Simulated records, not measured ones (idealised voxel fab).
process module | voxel transistor to metal
cross-section cut | 175 nm wide | cells 5 nm
A cross-section is a grid of square cells, given in bands from the top down. A band is one or more rows of cells.
Each band's line starts with the height of the band's top and of its bottom, in nm. Then come its materials from left to right, each with its width in nm. One material with "throughout" fills the band from edge to edge. "air" is empty space.
Height 0 is the level under which the wafer as received is all one material. The lowest band goes on downwards, as in "0 down".
A width such as "30 to 40" changes by the same amount from each row of cells to the next, from the band's top row to its bottom row.
"no change" after a step means that no cell of the cross-section changed.
closed voids: empty space of 8 cells or more with no open way to the top, each as width x height at its distance from the left edge, in nm
after a step's settings: what the simulator itself notes on the step
overlay nm, on a step with a mask: how far to the right of its planned place the mask lay; to the left if negative
plan
1 op RECEIVE | material Si
2 op CONFORMAL_DEP | material SiO2 | thk nm 5
3 op CONFORMAL_DEP | material SiN | thk nm 10
4 op DIRECTIONAL_DEP | material aC | thk nm 15
5 op PATTERN | tone cover | mask id ACTIVE | material resist | width nm 115 | thk nm 35 | overlay nm 0
6 op DIRECTIONAL_ETCH | etch materials aC | depth nm 15
7 op STRIP | etch materials resist
8 op DIRECTIONAL_ETCH | etch materials SiN | depth nm 10
9 op DIRECTIONAL_ETCH | etch materials SiO2 | depth nm 5
10 op DIRECTIONAL_ETCH | etch materials Si | depth nm 35
11 op STRIP | etch materials aC
12 op OXIDIZE | depth nm 5
13 op FILL_DEP | material SiO2 | thk nm 10
14 op CMP | height nm 15
15 op SELECTIVE_ETCH | etch materials SiO2 | depth nm 5
16 op STRIP | etch materials SiN
17 op SELECTIVE_ETCH | etch materials SiO2 | depth nm 5
18 op OXIDIZE | depth nm 5
19 op DIRECTIONAL_DEP | material polySi | thk nm 30
20 op DIRECTIONAL_DEP | material SiCN | thk nm 10
21 op DIRECTIONAL_DEP | material aC | thk nm 15
22 op PATTERN | tone cover | mask id GATE | material resist | width nm 25 | thk nm 30 | overlay nm 0
23 op DIRECTIONAL_ETCH | etch materials aC | depth nm 15
24 op STRIP | etch materials resist
25 op DIRECTIONAL_ETCH | etch materials SiCN | depth nm 20
26 op DIRECTIONAL_ETCH | etch materials polySi | depth nm 40
27 op STRIP | etch materials aC
28 op CONFORMAL_DEP | material SiN | thk nm 10
29 op DIRECTIONAL_ETCH | etch materials SiN | depth nm 10
30 op DIRECTIONAL_ETCH | etch materials SiO2 | depth nm 5
31 op DIRECTIONAL_ETCH | etch materials Si | depth nm 5
32 op EPI | material pSi | thk nm 5
33 op FILL_DEP | material SiO2 | thk nm 5
34 op CMP | height nm 30
35 op STRIP | etch materials polySi
36 op SELECTIVE_ETCH | etch materials SiO2 | depth nm 5
37 op CONFORMAL_DEP | material HfO2 | thk nm 5
38 op CONFORMAL_DEP | material TiN | thk nm 5
39 op FILL_DEP | material W | thk nm 10
40 op CMP | height nm 25
41 op DIRECTIONAL_DEP | material SiO2 | thk nm 15
42 op DIRECTIONAL_DEP | material aC | thk nm 15
43 op PATTERN | tone open | mask id CONTACT | material resist | width nm 15 | pitch nm 80 | thk nm 35 | overlay nm 0
44 op DIRECTIONAL_ETCH | etch materials aC | depth nm 15
45 op STRIP | etch materials resist
46 op DIRECTIONAL_ETCH | etch materials SiO2 | depth nm 45
47 op STRIP | etch materials aC
48 op CONFORMAL_DEP | material TiN | thk nm 5
49 op FILL_DEP | material Ru | thk nm 10
50 op CMP | height nm 40
51 op DIRECTIONAL_DEP | material TiN | thk nm 5
52 op DIRECTIONAL_DEP | material W | thk nm 15
53 op MASKED_ETCH | tone cover | mask id METAL_1 | width nm 15 | pitch nm 80 | etch materials W | depth nm 15 | overlay nm 0
54 op MASKED_ETCH | tone cover | mask id METAL_1 | width nm 15 | pitch nm 80 | etch materials TiN | depth nm 5 | overlay nm 0
55 op CONFORMAL_DEP | material SiN | thk nm 5
56 op FILL_DEP | material SiO2 | thk nm 10
57 op CMP | height nm 60
58 op CONFORMAL_DEP | material SiCN | thk nm 5
first wafer, as planned
as received, after step 1
  0 down: Si throughout
  closed voids: none
after step 2
  5 to 0: SiO2 throughout
  below 0: unchanged
after step 3
  15 to 5: SiN throughout
  below 5: unchanged
after step 4
  30 to 15: aC throughout
  below 15: unchanged
after step 5
  65 to 30: air 30 | resist 115 | air 30
  below 30: unchanged
after step 6
  50 to 30: air 30 | resist 115 | air 30
  30 to 15: air 30 | aC 115 | air 30
  below 15: unchanged
after step 7
  30 to 15: air 30 | aC 115 | air 30
  below 15: unchanged
after step 8
  30 to 15: air 30 | aC 115 | air 30
  15 to 5: air 30 | SiN 115 | air 30
  below 5: unchanged
after step 9
  30 to 15: air 30 | aC 115 | air 30
  15 to 5: air 30 | SiN 115 | air 30
  5 to 0: air 30 | SiO2 115 | air 30
  below 0: unchanged
after step 10
  30 to 15: air 30 | aC 115 | air 30
  15 to 5: air 30 | SiN 115 | air 30
  5 to 0: air 30 | SiO2 115 | air 30
  0 to -35: air 30 | Si 115 | air 30
  below -35: unchanged
after step 11
  15 to 5: air 30 | SiN 115 | air 30
  below 5: unchanged
after step 12
  15 to 5: air 30 | SiN 115 | air 30
  5 to 0: air 30 | SiO2 115 | air 30
  0 to -35: air 30 | SiO2 5 | Si 105 | SiO2 5 | air 30
  -35 to -40: SiO2 35 | Si 105 | SiO2 35
  below -40: unchanged
after step 13
  25 to 15: SiO2 throughout
  15 to 5: SiO2 30 | SiN 115 | SiO2 30
  5 to 0: SiO2 throughout
  0 to -40: SiO2 35 | Si 105 | SiO2 35
  below -40: unchanged
after step 14
  15 to 5: SiO2 30 | SiN 115 | SiO2 30
  below 5: unchanged
after step 15
  15 to 10: air 30 | SiN 115 | air 30
  below 10: unchanged
after step 16
  10 to 5: SiO2 30 | air 115 | SiO2 30
  below 5: unchanged
after step 17
  5 to 0: SiO2 25 | air 125 | SiO2 25
  below 0: unchanged
after step 18
  5 to 0: SiO2 25 | air 125 | SiO2 25
  0 to -5: SiO2 throughout
  below -5: unchanged
after step 19
  35 to 30: polySi 25 | air 125 | polySi 25
  30 to 5: polySi throughout
  5 to 0: SiO2 25 | polySi 125 | SiO2 25
  below 0: unchanged
after step 20
  45 to 40: SiCN 25 | air 125 | SiCN 25
  40 to 35: SiCN throughout
  35 to 30: polySi 25 | SiCN 125 | polySi 25
  below 30: unchanged
after step 21
  60 to 55: aC 25 | air 125 | aC 25
  55 to 45: aC throughout
  45 to 40: SiCN 25 | aC 125 | SiCN 25
  below 40: unchanged
after step 22
  90 to 60: air 75 | resist 25 | air 75
  60 to 55: aC 25 | air 50 | resist 25 | air 50 | aC 25
  below 55: unchanged
after step 23
  75 to 55: air 75 | resist 25 | air 75
  55 to 45: air 75 | aC 25 | air 75
  45 to 40: SiCN 25 | air 50 | aC 25 | air 50 | SiCN 25
  below 40: unchanged
after step 24
  55 to 45: air 75 | aC 25 | air 75
  below 45: unchanged
after step 25
  55 to 40: air 75 | aC 25 | air 75
  40 to 35: air 75 | SiCN 25 | air 75
  35 to 30: polySi 25 | air 50 | SiCN 25 | air 50 | polySi 25
  below 30: unchanged
after step 26
  55 to 40: air 75 | aC 25 | air 75
  40 to 30: air 75 | SiCN 25 | air 75
  30 to 5: air 75 | polySi 25 | air 75
  5 to 0: SiO2 25 | air 50 | polySi 25 | air 50 | SiO2 25
  below 0: unchanged
after step 27
  40 to 30: air 75 | SiCN 25 | air 75
  below 30: unchanged
after step 28
  50 to 40: air 65 | SiN 45 | air 65
  40 to 30: air 65 | SiN 10 | SiCN 25 | SiN 10 | air 65
  30 to 15: air 65 | SiN 10 | polySi 25 | SiN 10 | air 65
  15 to 10: SiN 35 | air 30 | SiN 10 | polySi 25 | SiN 10 | air 30 | SiN 35
  10 to 5: SiN 75 | polySi 25 | SiN 75
  5 to 0: SiO2 25 | SiN 50 | polySi 25 | SiN 50 | SiO2 25
  below 0: unchanged
after step 29
  40 to 30: air 65 | SiN 10 | SiCN 25 | SiN 10 | air 65
  30 to 5: air 65 | SiN 10 | polySi 25 | SiN 10 | air 65
  5 to 0: SiO2 25 | SiN 10 | air 30 | SiN 10 | polySi 25 | SiN 10 | air 30 | SiN 10 | SiO2 25
  below 0: unchanged
after step 30
  40 to 30: air 65 | SiN 10 | SiCN 25 | SiN 10 | air 65
  30 to 5: air 65 | SiN 10 | polySi 25 | SiN 10 | air 65
  5 to 0: air 25 | SiN 10 | air 30 | SiN 10 | polySi 25 | SiN 10 | air 30 | SiN 10 | air 25
  0 to -5: SiO2 35 | air 30 | SiO2 45 | air 30 | SiO2 35
  below -5: unchanged
after step 31
  40 to 30: air 65 | SiN 10 | SiCN 25 | SiN 10 | air 65
  30 to 5: air 65 | SiN 10 | polySi 25 | SiN 10 | air 65
  5 to 0: air 25 | SiN 10 | air 30 | SiN 10 | polySi 25 | SiN 10 | air 30 | SiN 10 | air 25
  0 to -5: SiO2 35 | air 30 | SiO2 45 | air 30 | SiO2 35
  -5 to -10: SiO2 35 | air 30 | Si 45 | air 30 | SiO2 35
  below -10: unchanged
after step 32
  40 to 30: air 65 | SiN 10 | SiCN 25 | SiN 10 | air 65
  30 to 5: air 65 | SiN 10 | polySi 25 | SiN 10 | air 65
  5 to 0: air 25 | SiN 10 | air 30 | SiN 10 | polySi 25 | SiN 10 | air 30 | SiN 10 | air 25
  0 to -5: SiO2 35 | air 25 | pSi 5 | SiO2 45 | pSi 5 | air 25 | SiO2 35
  -5 to -10: SiO2 35 | pSi 30 | Si 45 | pSi 30 | SiO2 35
  below -10: unchanged
after step 33
  45 to 40: SiO2 throughout
  40 to 30: SiO2 65 | SiN 10 | SiCN 25 | SiN 10 | SiO2 65
  30 to 5: SiO2 65 | SiN 10 | polySi 25 | SiN 10 | SiO2 65
  5 to 0: SiO2 25 | SiN 10 | SiO2 30 | SiN 10 | polySi 25 | SiN 10 | SiO2 30 | SiN 10 | SiO2 25
  0 to -5: SiO2 60 | pSi 5 | SiO2 45 | pSi 5 | SiO2 60
  below -5: unchanged
after step 34
  30 to 5: SiO2 65 | SiN 10 | polySi 25 | SiN 10 | SiO2 65
  below 5: unchanged
after step 35
  30 to 5: SiO2 65 | SiN 10 | air 25 | SiN 10 | SiO2 65
  5 to 0: SiO2 25 | SiN 10 | SiO2 30 | SiN 10 | air 25 | SiN 10 | SiO2 30 | SiN 10 | SiO2 25
  below 0: unchanged
after step 36
  30 to 25: air 65 | SiN 10 | air 25 | SiN 10 | air 65
  25 to 5: SiO2 65 | SiN 10 | air 25 | SiN 10 | SiO2 65
  5 to 0: SiO2 25 | SiN 10 | SiO2 30 | SiN 10 | air 25 | SiN 10 | SiO2 30 | SiN 10 | SiO2 25
  0 to -5: SiO2 60 | pSi 5 | SiO2 5 | air 35 | SiO2 5 | pSi 5 | SiO2 60
  below -5: unchanged
after step 37
  35 to 30: air 60 | HfO2 20 | air 15 | HfO2 20 | air 60
  30 to 25: HfO2 65 | SiN 10 | HfO2 5 | air 15 | HfO2 5 | SiN 10 | HfO2 65
  25 to 5: SiO2 65 | SiN 10 | HfO2 5 | air 15 | HfO2 5 | SiN 10 | SiO2 65
  5 to 0: SiO2 25 | SiN 10 | SiO2 30 | SiN 10 | HfO2 5 | air 15 | HfO2 5 | SiN 10 | SiO2 30 | SiN 10 | SiO2 25
  0 to -5: SiO2 60 | pSi 5 | SiO2 5 | HfO2 35 | SiO2 5 | pSi 5 | SiO2 60
  below -5: unchanged
after step 38
  40 to 35: air 55 | TiN 30 | air 5 | TiN 30 | air 55
  35 to 30: TiN 60 | HfO2 20 | TiN 5 | air 5 | TiN 5 | HfO2 20 | TiN 60
  30 to 25: HfO2 65 | SiN 10 | HfO2 5 | TiN 5 | air 5 | TiN 5 | HfO2 5 | SiN 10 | HfO2 65
  25 to 5: SiO2 65 | SiN 10 | HfO2 5 | TiN 5 | air 5 | TiN 5 | HfO2 5 | SiN 10 | SiO2 65
  5 to 0: SiO2 25 | SiN 10 | SiO2 30 | SiN 10 | HfO2 5 | TiN 15 | HfO2 5 | SiN 10 | SiO2 30 | SiN 10 | SiO2 25
  below 0: unchanged
after step 39
  50 to 40: W throughout
  40 to 35: W 55 | TiN 30 | W 5 | TiN 30 | W 55
  35 to 30: TiN 60 | HfO2 20 | TiN 5 | W 5 | TiN 5 | HfO2 20 | TiN 60
  30 to 25: HfO2 65 | SiN 10 | HfO2 5 | TiN 5 | W 5 | TiN 5 | HfO2 5 | SiN 10 | HfO2 65
  25 to 5: SiO2 65 | SiN 10 | HfO2 5 | TiN 5 | W 5 | TiN 5 | HfO2 5 | SiN 10 | SiO2 65
  below 5: unchanged
after step 40
  25 to 5: SiO2 65 | SiN 10 | HfO2 5 | TiN 5 | W 5 | TiN 5 | HfO2 5 | SiN 10 | SiO2 65
  below 5: unchanged
after step 41
  40 to 25: SiO2 throughout
  below 25: unchanged
after step 42
  55 to 40: aC throughout
  below 40: unchanged
after step 43
  90 to 55: resist 40 | air 15 | resist 65 | air 15 | resist 40
  below 55: unchanged
after step 44
  75 to 55: resist 40 | air 15 | resist 65 | air 15 | resist 40
  55 to 40: aC 40 | air 15 | aC 65 | air 15 | aC 40
  below 40: unchanged
after step 45
  55 to 40: aC 40 | air 15 | aC 65 | air 15 | aC 40
  below 40: unchanged
after step 46
  55 to 40: aC 40 | air 15 | aC 65 | air 15 | aC 40
  40 to 25: SiO2 40 | air 15 | SiO2 65 | air 15 | SiO2 40
  25 to 5: SiO2 40 | air 15 | SiO2 10 | SiN 10 | HfO2 5 | TiN 5 | W 5 | TiN 5 | HfO2 5 | SiN 10 | SiO2 10 | air 15 | SiO2 40
  5 to 0: SiO2 25 | SiN 10 | SiO2 5 | air 15 | SiO2 10 | SiN 10 | HfO2 5 | TiN 15 | HfO2 5 | SiN 10 | SiO2 10 | air 15 | SiO2 5 | SiN 10 | SiO2 25
  0 to -5: SiO2 40 | air 15 | SiO2 5 | pSi 5 | SiO2 5 | HfO2 35 | SiO2 5 | pSi 5 | SiO2 5 | air 15 | SiO2 40
  below -5: unchanged
after step 47
  40 to 25: SiO2 40 | air 15 | SiO2 65 | air 15 | SiO2 40
  below 25: unchanged
after step 48
  45 to 40: TiN 45 | air 5 | TiN 75 | air 5 | TiN 45
  40 to 25: SiO2 40 | TiN 5 | air 5 | TiN 5 | SiO2 65 | TiN 5 | air 5 | TiN 5 | SiO2 40
  25 to 5: SiO2 40 | TiN 5 | air 5 | TiN 5 | SiO2 10 | SiN 10 | HfO2 5 | TiN 5 | W 5 | TiN 5 | HfO2 5 | SiN 10 | SiO2 10 | TiN 5 | air 5 | TiN 5 | SiO2 40
  5 to 0: SiO2 25 | SiN 10 | SiO2 5 | TiN 5 | air 5 | TiN 5 | SiO2 10 | SiN 10 | HfO2 5 | TiN 15 | HfO2 5 | SiN 10 | SiO2 10 | TiN 5 | air 5 | TiN 5 | SiO2 5 | SiN 10 | SiO2 25
  0 to -5: SiO2 40 | TiN 15 | SiO2 5 | pSi 5 | SiO2 5 | HfO2 35 | SiO2 5 | pSi 5 | SiO2 5 | TiN 15 | SiO2 40
  below -5: unchanged
after step 49
  55 to 45: Ru throughout
  45 to 40: TiN 45 | Ru 5 | TiN 75 | Ru 5 | TiN 45
  40 to 25: SiO2 40 | TiN 5 | Ru 5 | TiN 5 | SiO2 65 | TiN 5 | Ru 5 | TiN 5 | SiO2 40
  25 to 5: SiO2 40 | TiN 5 | Ru 5 | TiN 5 | SiO2 10 | SiN 10 | HfO2 5 | TiN 5 | W 5 | TiN 5 | HfO2 5 | SiN 10 | SiO2 10 | TiN 5 | Ru 5 | TiN 5 | SiO2 40
  5 to 0: SiO2 25 | SiN 10 | SiO2 5 | TiN 5 | Ru 5 | TiN 5 | SiO2 10 | SiN 10 | HfO2 5 | TiN 15 | HfO2 5 | SiN 10 | SiO2 10 | TiN 5 | Ru 5 | TiN 5 | SiO2 5 | SiN 10 | SiO2 25
  below 0: unchanged
after step 50
  40 to 25: SiO2 40 | TiN 5 | Ru 5 | TiN 5 | SiO2 65 | TiN 5 | Ru 5 | TiN 5 | SiO2 40
  below 25: unchanged
after step 51
  45 to 40: TiN throughout
  below 40: unchanged
after step 52
  60 to 45: W throughout
  below 45: unchanged
after step 53
  60 to 45: air 40 | W 15 | air 65 | W 15 | air 40
  below 45: unchanged
after step 54
  60 to 45: air 40 | W 15 | air 65 | W 15 | air 40
  45 to 40: air 40 | TiN 15 | air 65 | TiN 15 | air 40
  below 40: unchanged
after step 55
  65 to 60: air 35 | SiN 25 | air 55 | SiN 25 | air 35
  60 to 45: air 35 | SiN 5 | W 15 | SiN 5 | air 55 | SiN 5 | W 15 | SiN 5 | air 35
  45 to 40: SiN 40 | TiN 15 | SiN 65 | TiN 15 | SiN 40
  below 40: unchanged
after step 56
  75 to 65: SiO2 throughout
  65 to 60: SiO2 35 | SiN 25 | SiO2 55 | SiN 25 | SiO2 35
  60 to 45: SiO2 35 | SiN 5 | W 15 | SiN 5 | SiO2 55 | SiN 5 | W 15 | SiN 5 | SiO2 35
  below 45: unchanged
after step 57
  60 to 45: SiO2 35 | SiN 5 | W 15 | SiN 5 | SiO2 55 | SiN 5 | W 15 | SiN 5 | SiO2 35
  below 45: unchanged
after step 58
  65 to 60: SiCN throughout
  below 60: unchanged
second wafer: like start, like plan, one mistake. Through step 21 it matches the first wafer
when step 22 should have ended
  90 to 60: air 85 | resist 25 | air 65
  60 to 55: aC 25 | air 60 | resist 25 | air 40 | aC 25
  below 55: unchanged
when step 23 should have ended
  75 to 55: air 85 | resist 25 | air 65
  55 to 45: air 85 | aC 25 | air 65
  45 to 40: SiCN 25 | air 60 | aC 25 | air 40 | SiCN 25
  below 40: unchanged
when step 24 should have ended
  55 to 45: air 85 | aC 25 | air 65
  below 45: unchanged
when step 25 should have ended
  55 to 40: air 85 | aC 25 | air 65
  40 to 35: air 85 | SiCN 25 | air 65
  35 to 30: polySi 25 | air 60 | SiCN 25 | air 40 | polySi 25
  below 30: unchanged
when step 26 should have ended
  55 to 40: air 85 | aC 25 | air 65
  40 to 30: air 85 | SiCN 25 | air 65
  30 to 5: air 85 | polySi 25 | air 65
  5 to 0: SiO2 25 | air 60 | polySi 25 | air 40 | SiO2 25
  below 0: unchanged
when step 27 should have ended
  40 to 30: air 85 | SiCN 25 | air 65
  below 30: unchanged
when step 28 should have ended
  50 to 40: air 75 | SiN 45 | air 55
  40 to 30: air 75 | SiN 10 | SiCN 25 | SiN 10 | air 55
  30 to 15: air 75 | SiN 10 | polySi 25 | SiN 10 | air 55
  15 to 10: SiN 35 | air 40 | SiN 10 | polySi 25 | SiN 10 | air 20 | SiN 35
  10 to 5: SiN 85 | polySi 25 | SiN 65
  5 to 0: SiO2 25 | SiN 60 | polySi 25 | SiN 40 | SiO2 25
  below 0: unchanged
when step 29 should have ended
  40 to 30: air 75 | SiN 10 | SiCN 25 | SiN 10 | air 55
  30 to 5: air 75 | SiN 10 | polySi 25 | SiN 10 | air 55
  5 to 0: SiO2 25 | SiN 10 | air 40 | SiN 10 | polySi 25 | SiN 10 | air 20 | SiN 10 | SiO2 25
  below 0: unchanged
when step 30 should have ended
  40 to 30: air 75 | SiN 10 | SiCN 25 | SiN 10 | air 55
  30 to 5: air 75 | SiN 10 | polySi 25 | SiN 10 | air 55
  5 to 0: air 25 | SiN 10 | air 40 | SiN 10 | polySi 25 | SiN 10 | air 20 | SiN 10 | air 25
  0 to -5: SiO2 35 | air 40 | SiO2 45 | air 20 | SiO2 35
  below -5: unchanged
when step 31 should have ended
  40 to 30: air 75 | SiN 10 | SiCN 25 | SiN 10 | air 55
  30 to 5: air 75 | SiN 10 | polySi 25 | SiN 10 | air 55
  5 to 0: air 25 | SiN 10 | air 40 | SiN 10 | polySi 25 | SiN 10 | air 20 | SiN 10 | air 25
  0 to -5: SiO2 35 | air 40 | SiO2 45 | air 20 | SiO2 35
  -5 to -10: SiO2 35 | air 40 | Si 45 | air 20 | SiO2 35
  below -10: unchanged
when step 32 should have ended
  40 to 30: air 75 | SiN 10 | SiCN 25 | SiN 10 | air 55
  30 to 5: air 75 | SiN 10 | polySi 25 | SiN 10 | air 55
  5 to 0: air 25 | SiN 10 | air 40 | SiN 10 | polySi 25 | SiN 10 | air 20 | SiN 10 | air 25
  0 to -5: SiO2 35 | air 35 | pSi 5 | SiO2 45 | pSi 5 | air 15 | SiO2 35
  -5 to -10: SiO2 35 | pSi 40 | Si 45 | pSi 20 | SiO2 35
  below -10: unchanged
when step 33 should have ended
  45 to 40: SiO2 throughout
  40 to 30: SiO2 75 | SiN 10 | SiCN 25 | SiN 10 | SiO2 55
  30 to 5: SiO2 75 | SiN 10 | polySi 25 | SiN 10 | SiO2 55
  5 to 0: SiO2 25 | SiN 10 | SiO2 40 | SiN 10 | polySi 25 | SiN 10 | SiO2 20 | SiN 10 | SiO2 25
  0 to -5: SiO2 70 | pSi 5 | SiO2 45 | pSi 5 | SiO2 50
  below -5: unchanged
when step 34 should have ended
  30 to 5: SiO2 75 | SiN 10 | polySi 25 | SiN 10 | SiO2 55
  below 5: unchanged
when step 35 should have ended
  30 to 5: SiO2 75 | SiN 10 | air 25 | SiN 10 | SiO2 55
  5 to 0: SiO2 25 | SiN 10 | SiO2 40 | SiN 10 | air 25 | SiN 10 | SiO2 20 | SiN 10 | SiO2 25
  below 0: unchanged
when step 36 should have ended
  30 to 25: air 75 | SiN 10 | air 25 | SiN 10 | air 55
  25 to 5: SiO2 75 | SiN 10 | air 25 | SiN 10 | SiO2 55
  5 to 0: SiO2 25 | SiN 10 | SiO2 40 | SiN 10 | air 25 | SiN 10 | SiO2 20 | SiN 10 | SiO2 25
  0 to -5: SiO2 70 | pSi 5 | SiO2 5 | air 35 | SiO2 5 | pSi 5 | SiO2 50
  below -5: unchanged
when step 37 should have ended
  35 to 30: air 70 | HfO2 20 | air 15 | HfO2 20 | air 50
  30 to 25: HfO2 75 | SiN 10 | HfO2 5 | air 15 | HfO2 5 | SiN 10 | HfO2 55
  25 to 5: SiO2 75 | SiN 10 | HfO2 5 | air 15 | HfO2 5 | SiN 10 | SiO2 55
  5 to 0: SiO2 25 | SiN 10 | SiO2 40 | SiN 10 | HfO2 5 | air 15 | HfO2 5 | SiN 10 | SiO2 20 | SiN 10 | SiO2 25
  0 to -5: SiO2 70 | pSi 5 | SiO2 5 | HfO2 35 | SiO2 5 | pSi 5 | SiO2 50
  below -5: unchanged
when step 38 should have ended
  40 to 35: air 65 | TiN 30 | air 5 | TiN 30 | air 45
  35 to 30: TiN 70 | HfO2 20 | TiN 5 | air 5 | TiN 5 | HfO2 20 | TiN 50
  30 to 25: HfO2 75 | SiN 10 | HfO2 5 | TiN 5 | air 5 | TiN 5 | HfO2 5 | SiN 10 | HfO2 55
  25 to 5: SiO2 75 | SiN 10 | HfO2 5 | TiN 5 | air 5 | TiN 5 | HfO2 5 | SiN 10 | SiO2 55
  5 to 0: SiO2 25 | SiN 10 | SiO2 40 | SiN 10 | HfO2 5 | TiN 15 | HfO2 5 | SiN 10 | SiO2 20 | SiN 10 | SiO2 25
  below 0: unchanged
when step 39 should have ended
  50 to 40: W throughout
  40 to 35: W 65 | TiN 30 | W 5 | TiN 30 | W 45
  35 to 30: TiN 70 | HfO2 20 | TiN 5 | W 5 | TiN 5 | HfO2 20 | TiN 50
  30 to 25: HfO2 75 | SiN 10 | HfO2 5 | TiN 5 | W 5 | TiN 5 | HfO2 5 | SiN 10 | HfO2 55
  25 to 5: SiO2 75 | SiN 10 | HfO2 5 | TiN 5 | W 5 | TiN 5 | HfO2 5 | SiN 10 | SiO2 55
  below 5: unchanged
when step 40 should have ended
  25 to 5: SiO2 75 | SiN 10 | HfO2 5 | TiN 5 | W 5 | TiN 5 | HfO2 5 | SiN 10 | SiO2 55
  below 5: unchanged
when step 41 should have ended
  40 to 25: SiO2 throughout
  below 25: unchanged
when step 42 should have ended
  55 to 40: aC throughout
  below 40: unchanged
when step 43 should have ended
  90 to 55: resist 40 | air 15 | resist 65 | air 15 | resist 40
  below 55: unchanged
when step 44 should have ended
  75 to 55: resist 40 | air 15 | resist 65 | air 15 | resist 40
  55 to 40: aC 40 | air 15 | aC 65 | air 15 | aC 40
  below 40: unchanged
when step 45 should have ended
  55 to 40: aC 40 | air 15 | aC 65 | air 15 | aC 40
  below 40: unchanged
when step 46 should have ended
  55 to 40: aC 40 | air 15 | aC 65 | air 15 | aC 40
  40 to 25: SiO2 40 | air 15 | SiO2 65 | air 15 | SiO2 40
  25 to 5: SiO2 40 | air 15 | SiO2 20 | SiN 10 | HfO2 5 | TiN 5 | W 5 | TiN 5 | HfO2 5 | SiN 10 | air 15 | SiO2 40
  5 to 0: SiO2 25 | SiN 10 | SiO2 5 | air 15 | SiO2 20 | SiN 10 | HfO2 5 | TiN 15 | HfO2 5 | SiN 10 | air 15 | SiO2 5 | SiN 10 | SiO2 25
  0 to -5: SiO2 40 | air 15 | SiO2 15 | pSi 5 | SiO2 5 | HfO2 35 | SiO2 5 | pSi 5 | air 10 | SiO2 40
  below -5: unchanged
when step 47 should have ended
  40 to 25: SiO2 40 | air 15 | SiO2 65 | air 15 | SiO2 40
  below 25: unchanged
when step 48 should have ended
  45 to 40: TiN 45 | air 5 | TiN 75 | air 5 | TiN 45
  40 to 25: SiO2 40 | TiN 5 | air 5 | TiN 5 | SiO2 65 | TiN 5 | air 5 | TiN 5 | SiO2 40
  25 to 5: SiO2 40 | TiN 5 | air 5 | TiN 5 | SiO2 20 | SiN 10 | HfO2 5 | TiN 5 | W 5 | TiN 5 | HfO2 5 | SiN 10 | TiN 5 | air 5 | TiN 5 | SiO2 40
  5 to 0: SiO2 25 | SiN 10 | SiO2 5 | TiN 5 | air 5 | TiN 5 | SiO2 20 | SiN 10 | HfO2 5 | TiN 15 | HfO2 5 | SiN 10 | TiN 15 | SiO2 5 | SiN 10 | SiO2 25
  0 to -5: SiO2 40 | TiN 15 | SiO2 15 | pSi 5 | SiO2 5 | HfO2 35 | SiO2 5 | pSi 5 | TiN 10 | SiO2 40
  below -5: unchanged
when step 49 should have ended
  55 to 45: Ru throughout
  45 to 40: TiN 45 | Ru 5 | TiN 75 | Ru 5 | TiN 45
  40 to 25: SiO2 40 | TiN 5 | Ru 5 | TiN 5 | SiO2 65 | TiN 5 | Ru 5 | TiN 5 | SiO2 40
  25 to 5: SiO2 40 | TiN 5 | Ru 5 | TiN 5 | SiO2 20 | SiN 10 | HfO2 5 | TiN 5 | W 5 | TiN 5 | HfO2 5 | SiN 10 | TiN 5 | Ru 5 | TiN 5 | SiO2 40
  5 to 0: SiO2 25 | SiN 10 | SiO2 5 | TiN 5 | Ru 5 | TiN 5 | SiO2 20 | SiN 10 | HfO2 5 | TiN 15 | HfO2 5 | SiN 10 | TiN 15 | SiO2 5 | SiN 10 | SiO2 25
  below 0: unchanged
when step 50 should have ended
  40 to 25: SiO2 40 | TiN 5 | Ru 5 | TiN 5 | SiO2 65 | TiN 5 | Ru 5 | TiN 5 | SiO2 40
  below 25: unchanged
when step 51 should have ended
  45 to 40: TiN throughout
  below 40: unchanged
when step 52 should have ended
  60 to 45: W throughout
  below 45: unchanged
when step 53 should have ended
  60 to 45: air 40 | W 15 | air 65 | W 15 | air 40
  below 45: unchanged
when step 54 should have ended
  60 to 45: air 40 | W 15 | air 65 | W 15 | air 40
  45 to 40: air 40 | TiN 15 | air 65 | TiN 15 | air 40
  below 40: unchanged
when step 55 should have ended
  65 to 60: air 35 | SiN 25 | air 55 | SiN 25 | air 35
  60 to 45: air 35 | SiN 5 | W 15 | SiN 5 | air 55 | SiN 5 | W 15 | SiN 5 | air 35
  45 to 40: SiN 40 | TiN 15 | SiN 65 | TiN 15 | SiN 40
  below 40: unchanged
when step 56 should have ended
  75 to 65: SiO2 throughout
  65 to 60: SiO2 35 | SiN 25 | SiO2 55 | SiN 25 | SiO2 35
  60 to 45: SiO2 35 | SiN 5 | W 15 | SiN 5 | SiO2 55 | SiN 5 | W 15 | SiN 5 | SiO2 35
  below 45: unchanged
when step 57 should have ended
  60 to 45: SiO2 35 | SiN 5 | W 15 | SiN 5 | SiO2 55 | SiN 5 | W 15 | SiN 5 | SiO2 35
  below 45: unchanged
when step 58 should have ended
  65 to 60: SiCN throughout
  below 60: unchanged
what went wrong: step 22 ran as: op PATTERN | tone cover | mask id GATE | material resist | width nm 25 | thk nm 30 | overlay nm 10
at the end the second wafer has, in cells: 1 fewer of Ru | 1 more of SiO2
